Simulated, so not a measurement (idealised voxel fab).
Process module in this document: voxel wiring stack
Square cells of 5 nm make up the cross-section cut, whose width is 210 nm.
Cross-section layout: square cells on a grid; listed as bands, top to bottom; a band spans one or more cell rows. Look at the band entry: it leads with the top's height and the bottom's height in nm. Then it lists the materials left to right, with a width in nm for each. The word "full width" on a single material says that material fills the band edge to edge. The word "air" is empty space. Note: height 0 marks the level under which the wafer is uniformly one material as received. Lowest band unbounded below, written "0 -> down". The notation "30 to 40" denotes a width that varies across the rows of cells in the band, beginning at the first number in the top row, finishing at the second number in the bottom row, and changing by an identical amount from each row to the next. "no change occurred" for a step: no cell of the cross-section changed in that step. The entry "Catalogued sealed voids" lists the empty spaces that cover at least 8 cells and have no open path to the top. Each is written as width x height at distance, where the distance is measured from the left edge and all three values are in nm. The remark found on a step's line after its settings is issued by the simulator itself and pertains to that step. You can add "overlay nm" to a step's line. For a step with a mask, it describes how far the mask lay to the right of its planned position, and a negative number describes a lay to the left.
### The planned process steps are enumerated hereunder
step 1: RECEIVE [material Si]
step 2: CONFORMAL_DEP [material SiO2] [thk nm 10]
step 3: CONFORMAL_DEP [material SiCN] [thk nm 5]
step 4: DIRECTIONAL_DEP [material SiO2] [thk nm 25]
step 5: MASKED_ETCH [tone open] [mask id METAL_1] [width nm 30] [pitch nm 45] [etch materials SiO2] [depth nm 25] [overlay nm 0]
step 6: MASKED_ETCH [tone open] [mask id METAL_1] [width nm 30] [pitch nm 45] [etch materials SiCN] [depth nm 5] [overlay nm 0]
step 7: CONFORMAL_DEP [material TiN] [thk nm 5]
step 8: FILL_DEP [material W] [thk nm 10]
step 9: CMP [height nm 40]
step 10: EPI [material Ru] [thk nm 5]
step 11: FILL_DEP [material SiCN] [thk nm 5]
step 12: DIRECTIONAL_DEP [material SiO2] [thk nm 35]
step 13: DIRECTIONAL_DEP [material aC] [thk nm 15]
step 14: PATTERN [tone open] [mask id METAL_2_HOLES] [material resist] [width nm 15] [pitch nm 45] [thk nm 30] [overlay nm 0]
step 15: DIRECTIONAL_ETCH [etch materials aC] [depth nm 15]
step 16: STRIP [etch materials resist]
step 17: DIRECTIONAL_ETCH [etch materials SiO2] [depth nm 35]
step 18: STRIP [etch materials aC]
step 19: PATTERN [tone open] [mask id METAL_2] [material resist] [width nm 30] [pitch nm 45] [thk nm 20] [overlay nm 0]
step 20: DIRECTIONAL_ETCH [etch materials SiO2] [depth nm 20]
step 21: DIRECTIONAL_ETCH [etch materials SiCN] [depth nm 5]
step 22: STRIP [etch materials resist]
step 23: CONFORMAL_DEP [material TiN] [thk nm 5]
step 24: FILL_DEP [material Cu] [thk nm 10]
step 25: CMP [height nm 85]
step 26: CONFORMAL_DEP [material SiCN] [thk nm 5]
### First of the two wafers, run per plan
### Wafer cross-section on receipt, i.e. after step 1
> 0 -> down = Si full width
> Catalogued sealed voids: none
### Step 2 complete: cross-section through the wafer
> 10 -> 0 = SiO2 full width
> At heights below 0, the structure remains unaltered.
### Step 3 complete: cross-section through the wafer
> 15 -> 10 = SiCN full width
> At heights below 10, the structure remains unaltered.
### Step 4 complete: cross-section through the wafer
> 40 -> 15 = SiO2 full width
> At heights below 15, the structure remains unaltered.
### Step 5 complete: cross-section through the wafer
> 40 -> 15 = SiO2: 65 | air: 30 | SiO2: 15 | air: 30 | SiO2: 70
> At heights below 15, the structure remains unaltered.
### Step 6 complete: cross-section through the wafer
> 40 -> 15 = SiO2: 65 | air: 30 | SiO2: 15 | air: 30 | SiO2: 70
> 15 -> 10 = SiCN: 65 | air: 30 | SiCN: 15 | air: 30 | SiCN: 70
> At heights below 10, the structure remains unaltered.
### Step 7 complete: cross-section through the wafer
> 45 -> 40 = TiN: 70 | air: 20 | TiN: 25 | air: 20 | TiN: 75
> 40 -> 15 = SiO2: 65 | TiN: 5 | air: 20 | TiN: 5 | SiO2: 15 | TiN: 5 | air: 20 | TiN: 5 | SiO2: 70
> 15 -> 10 = SiCN: 65 | TiN: 30 | SiCN: 15 | TiN: 30 | SiCN: 70
> At heights below 10, the structure remains unaltered.
### Step 8 complete: cross-section through the wafer
> 55 -> 45 = W full width
> 45 -> 40 = TiN: 70 | W: 20 | TiN: 25 | W: 20 | TiN: 75
> 40 -> 15 = SiO2: 65 | TiN: 5 | W: 20 | TiN: 5 | SiO2: 15 | TiN: 5 | W: 20 | TiN: 5 | SiO2: 70
> At heights below 15, the structure remains unaltered.
### Step 9 complete: cross-section through the wafer
> 40 -> 15 = SiO2: 65 | TiN: 5 | W: 20 | TiN: 5 | SiO2: 15 | TiN: 5 | W: 20 | TiN: 5 | SiO2: 70
> At heights below 15, the structure remains unaltered.
### Step 10 complete: cross-section through the wafer
> 45 -> 40 = air: 60 | Ru: 40 | air: 5 | Ru: 40 | air: 65
> At heights below 40, the structure remains unaltered.
### Step 11 complete: cross-section through the wafer
> 50 -> 45 = SiCN full width
> 45 -> 40 = SiCN: 60 | Ru: 40 | SiCN: 5 | Ru: 40 | SiCN: 65
> At heights below 40, the structure remains unaltered.
### Step 12 complete: cross-section through the wafer
> 85 -> 50 = SiO2 full width
> At heights below 50, the structure remains unaltered.
### Step 13 complete: cross-section through the wafer
> 100 -> 85 = aC full width
> At heights below 85, the structure remains unaltered.
### Step 14 complete: cross-section through the wafer
> 130 -> 100 = resist: 65 | air: 15 | resist: 30 | air: 15 | resist: 85
> At heights below 100, the structure remains unaltered.
### Step 15 complete: cross-section through the wafer
> 115 -> 100 = resist: 65 | air: 15 | resist: 30 | air: 15 | resist: 85
> 100 -> 85 = aC: 65 | air: 15 | aC: 30 | air: 15 | aC: 85
> At heights below 85, the structure remains unaltered.
### Step 16 complete: cross-section through the wafer
> 100 -> 85 = aC: 65 | air: 15 | aC: 30 | air: 15 | aC: 85
> At heights below 85, the structure remains unaltered.
### Step 17 complete: cross-section through the wafer
> 100 -> 85 = aC: 65 | air: 15 | aC: 30 | air: 15 | aC: 85
> 85 -> 50 = SiO2: 65 | air: 15 | SiO2: 30 | air: 15 | SiO2: 85
> At heights below 50, the structure remains unaltered.
### Step 18 complete: cross-section through the wafer
> 85 -> 50 = SiO2: 65 | air: 15 | SiO2: 30 | air: 15 | SiO2: 85
> At heights below 50, the structure remains unaltered.
### Step 19 complete: cross-section through the wafer
> 105 -> 85 = resist: 65 | air: 30 | resist: 15 | air: 30 | resist: 70
> At heights below 85, the structure remains unaltered.
### Step 20 complete: cross-section through the wafer
> 105 -> 85 = resist: 65 | air: 30 | resist: 15 | air: 30 | resist: 70
> 85 -> 65 = SiO2: 65 | air: 30 | SiO2: 15 | air: 30 | SiO2: 70
> At heights below 65, the structure remains unaltered.
### Step 21 complete: cross-section through the wafer
> 105 -> 85 = resist: 65 | air: 30 | resist: 15 | air: 30 | resist: 70
> 85 -> 65 = SiO2: 65 | air: 30 | SiO2: 15 | air: 30 | SiO2: 70
> 65 -> 50 = SiO2: 65 | air: 15 | SiO2: 30 | air: 15 | SiO2: 85
> 50 -> 45 = SiCN: 65 | air: 15 | SiCN: 30 | air: 15 | SiCN: 85
> At heights below 45, the structure remains unaltered.
### Step 22 complete: cross-section through the wafer
> 85 -> 65 = SiO2: 65 | air: 30 | SiO2: 15 | air: 30 | SiO2: 70
> At heights below 65, the structure remains unaltered.
### Step 23 complete: cross-section through the wafer
> 90 -> 85 = TiN: 70 | air: 20 | TiN: 25 | air: 20 | TiN: 75
> 85 -> 70 = SiO2: 65 | TiN: 5 | air: 20 | TiN: 5 | SiO2: 15 | TiN: 5 | air: 20 | TiN: 5 | SiO2: 70
> 70 -> 65 = SiO2: 65 | TiN: 5 | air: 5 | TiN: 20 | SiO2: 15 | TiN: 5 | air: 5 | TiN: 20 | SiO2: 70
> 65 -> 50 = SiO2: 65 | TiN: 5 | air: 5 | TiN: 5 | SiO2: 30 | TiN: 5 | air: 5 | TiN: 5 | SiO2: 85
> 50 -> 45 = SiCN: 65 | TiN: 15 | SiCN: 30 | TiN: 15 | SiCN: 85
> At heights below 45, the structure remains unaltered.
### Step 24 complete: cross-section through the wafer
> 100 -> 90 = Cu full width
> 90 -> 85 = TiN: 70 | Cu: 20 | TiN: 25 | Cu: 20 | TiN: 75
> 85 -> 70 = SiO2: 65 | TiN: 5 | Cu: 20 | TiN: 5 | SiO2: 15 | TiN: 5 | Cu: 20 | TiN: 5 | SiO2: 70
> 70 -> 65 = SiO2: 65 | TiN: 5 | Cu: 5 | TiN: 20 | SiO2: 15 | TiN: 5 | Cu: 5 | TiN: 20 | SiO2: 70
> 65 -> 50 = SiO2: 65 | TiN: 5 | Cu: 5 | TiN: 5 | SiO2: 30 | TiN: 5 | Cu: 5 | TiN: 5 | SiO2: 85
> At heights below 50, the structure remains unaltered.
### Step 25 complete: cross-section through the wafer
> 85 -> 70 = SiO2: 65 | TiN: 5 | Cu: 20 | TiN: 5 | SiO2: 15 | TiN: 5 | Cu: 20 | TiN: 5 | SiO2: 70
> At heights below 70, the structure remains unaltered.
### Step 26 complete: cross-section through the wafer
> 90 -> 85 = SiCN full width
> At heights below 85, the structure remains unaltered.
### The second wafer: identical to the first at the outset and in its planned sequence, differing only in that one mistake was made during processing; up to and including step 1, its path is the first wafer's path
### Second wafer: cross-section at the scheduled end of step 2
> 5 -> 0 = SiCN full width
> At heights below 0, the structure remains unaltered.
### Second wafer: cross-section at the scheduled end of step 3
> 15 -> 5 = SiO2 full width
> At heights below 5, the structure remains unaltered.
### Second wafer: cross-section at the scheduled end of step 4
> 40 -> 5 = SiO2 full width
> At heights below 5, the structure remains unaltered.
### Second wafer: cross-section at the scheduled end of step 5
> 40 -> 15 = SiO2: 65 | air: 30 | SiO2: 15 | air: 30 | SiO2: 70
> At heights below 15, the structure remains unaltered.
Second wafer: cross-section at the scheduled end of step 6: no change occurred
### Second wafer: cross-section at the scheduled end of step 7
> 45 -> 40 = TiN: 70 | air: 20 | TiN: 25 | air: 20 | TiN: 75
> 40 -> 20 = SiO2: 65 | TiN: 5 | air: 20 | TiN: 5 | SiO2: 15 | TiN: 5 | air: 20 | TiN: 5 | SiO2: 70
> 20 -> 15 = SiO2: 65 | TiN: 30 | SiO2: 15 | TiN: 30 | SiO2: 70
> At heights below 15, the structure remains unaltered.
### Second wafer: cross-section at the scheduled end of step 8
> 55 -> 45 = W full width
> 45 -> 40 = TiN: 70 | W: 20 | TiN: 25 | W: 20 | TiN: 75
> 40 -> 20 = SiO2: 65 | TiN: 5 | W: 20 | TiN: 5 | SiO2: 15 | TiN: 5 | W: 20 | TiN: 5 | SiO2: 70
> At heights below 20, the structure remains unaltered.
### Second wafer: cross-section at the scheduled end of step 9
> 40 -> 20 = SiO2: 65 | TiN: 5 | W: 20 | TiN: 5 | SiO2: 15 | TiN: 5 | W: 20 | TiN: 5 | SiO2: 70
> At heights below 20, the structure remains unaltered.
### Second wafer: cross-section at the scheduled end of step 10
> 45 -> 40 = air: 60 | Ru: 40 | air: 5 | Ru: 40 | air: 65
> At heights below 40, the structure remains unaltered.
### Second wafer: cross-section at the scheduled end of step 11
> 50 -> 45 = SiCN full width
> 45 -> 40 = SiCN: 60 | Ru: 40 | SiCN: 5 | Ru: 40 | SiCN: 65
> At heights below 40, the structure remains unaltered.
### Second wafer: cross-section at the scheduled end of step 12
> 85 -> 50 = SiO2 full width
> At heights below 50, the structure remains unaltered.
### Second wafer: cross-section at the scheduled end of step 13
> 100 -> 85 = aC full width
> At heights below 85, the structure remains unaltered.
### Second wafer: cross-section at the scheduled end of step 14
> 130 -> 100 = resist: 65 | air: 15 | resist: 30 | air: 15 | resist: 85
> At heights below 100, the structure remains unaltered.
### Second wafer: cross-section at the scheduled end of step 15
> 115 -> 100 = resist: 65 | air: 15 | resist: 30 | air: 15 | resist: 85
> 100 -> 85 = aC: 65 | air: 15 | aC: 30 | air: 15 | aC: 85
> At heights below 85, the structure remains unaltered.
### Second wafer: cross-section at the scheduled end of step 16
> 100 -> 85 = aC: 65 | air: 15 | aC: 30 | air: 15 | aC: 85
> At heights below 85, the structure remains unaltered.
### Second wafer: cross-section at the scheduled end of step 17
> 100 -> 85 = aC: 65 | air: 15 | aC: 30 | air: 15 | aC: 85
> 85 -> 50 = SiO2: 65 | air: 15 | SiO2: 30 | air: 15 | SiO2: 85
> At heights below 50, the structure remains unaltered.
### Second wafer: cross-section at the scheduled end of step 18
> 85 -> 50 = SiO2: 65 | air: 15 | SiO2: 30 | air: 15 | SiO2: 85
> At heights below 50, the structure remains unaltered.
### Second wafer: cross-section at the scheduled end of step 19
> 105 -> 85 = resist: 65 | air: 30 | resist: 15 | air: 30 | resist: 70
> At heights below 85, the structure remains unaltered.
### Second wafer: cross-section at the scheduled end of step 20
> 105 -> 85 = resist: 65 | air: 30 | resist: 15 | air: 30 | resist: 70
> 85 -> 65 = SiO2: 65 | air: 30 | SiO2: 15 | air: 30 | SiO2: 70
> At heights below 65, the structure remains unaltered.
### Second wafer: cross-section at the scheduled end of step 21
> 105 -> 85 = resist: 65 | air: 30 | resist: 15 | air: 30 | resist: 70
> 85 -> 65 = SiO2: 65 | air: 30 | SiO2: 15 | air: 30 | SiO2: 70
> 65 -> 50 = SiO2: 65 | air: 15 | SiO2: 30 | air: 15 | SiO2: 85
> 50 -> 45 = SiCN: 65 | air: 15 | SiCN: 30 | air: 15 | SiCN: 85
> At heights below 45, the structure remains unaltered.
### Second wafer: cross-section at the scheduled end of step 22
> 85 -> 65 = SiO2: 65 | air: 30 | SiO2: 15 | air: 30 | SiO2: 70
> At heights below 65, the structure remains unaltered.
### Second wafer: cross-section at the scheduled end of step 23
> 90 -> 85 = TiN: 70 | air: 20 | TiN: 25 | air: 20 | TiN: 75
> 85 -> 70 = SiO2: 65 | TiN: 5 | air: 20 | TiN: 5 | SiO2: 15 | TiN: 5 | air: 20 | TiN: 5 | SiO2: 70
> 70 -> 65 = SiO2: 65 | TiN: 5 | air: 5 | TiN: 20 | SiO2: 15 | TiN: 5 | air: 5 | TiN: 20 | SiO2: 70
> 65 -> 50 = SiO2: 65 | TiN: 5 | air: 5 | TiN: 5 | SiO2: 30 | TiN: 5 | air: 5 | TiN: 5 | SiO2: 85
> 50 -> 45 = SiCN: 65 | TiN: 15 | SiCN: 30 | TiN: 15 | SiCN: 85
> At heights below 45, the structure remains unaltered.
### Second wafer: cross-section at the scheduled end of step 24
> 100 -> 90 = Cu full width
> 90 -> 85 = TiN: 70 | Cu: 20 | TiN: 25 | Cu: 20 | TiN: 75
> 85 -> 70 = SiO2: 65 | TiN: 5 | Cu: 20 | TiN: 5 | SiO2: 15 | TiN: 5 | Cu: 20 | TiN: 5 | SiO2: 70
> 70 -> 65 = SiO2: 65 | TiN: 5 | Cu: 5 | TiN: 20 | SiO2: 15 | TiN: 5 | Cu: 5 | TiN: 20 | SiO2: 70
> 65 -> 50 = SiO2: 65 | TiN: 5 | Cu: 5 | TiN: 5 | SiO2: 30 | TiN: 5 | Cu: 5 | TiN: 5 | SiO2: 85
> At heights below 50, the structure remains unaltered.
### Second wafer: cross-section at the scheduled end of step 25
> 85 -> 70 = SiO2: 65 | TiN: 5 | Cu: 20 | TiN: 5 | SiO2: 15 | TiN: 5 | Cu: 20 | TiN: 5 | SiO2: 70
> At heights below 70, the structure remains unaltered.
### Second wafer: cross-section at the scheduled end of step 26
> 90 -> 85 = SiCN full width
> At heights below 85, the structure remains unaltered.
Plan not followed: the executed order of steps 2 and 3 is the reverse of that specified in the plan, each step having taken the other's position
The final cell counts differ between the wafers, with the second having more or fewer of some materials than the first: SiCN +12; TiN -4; W -8
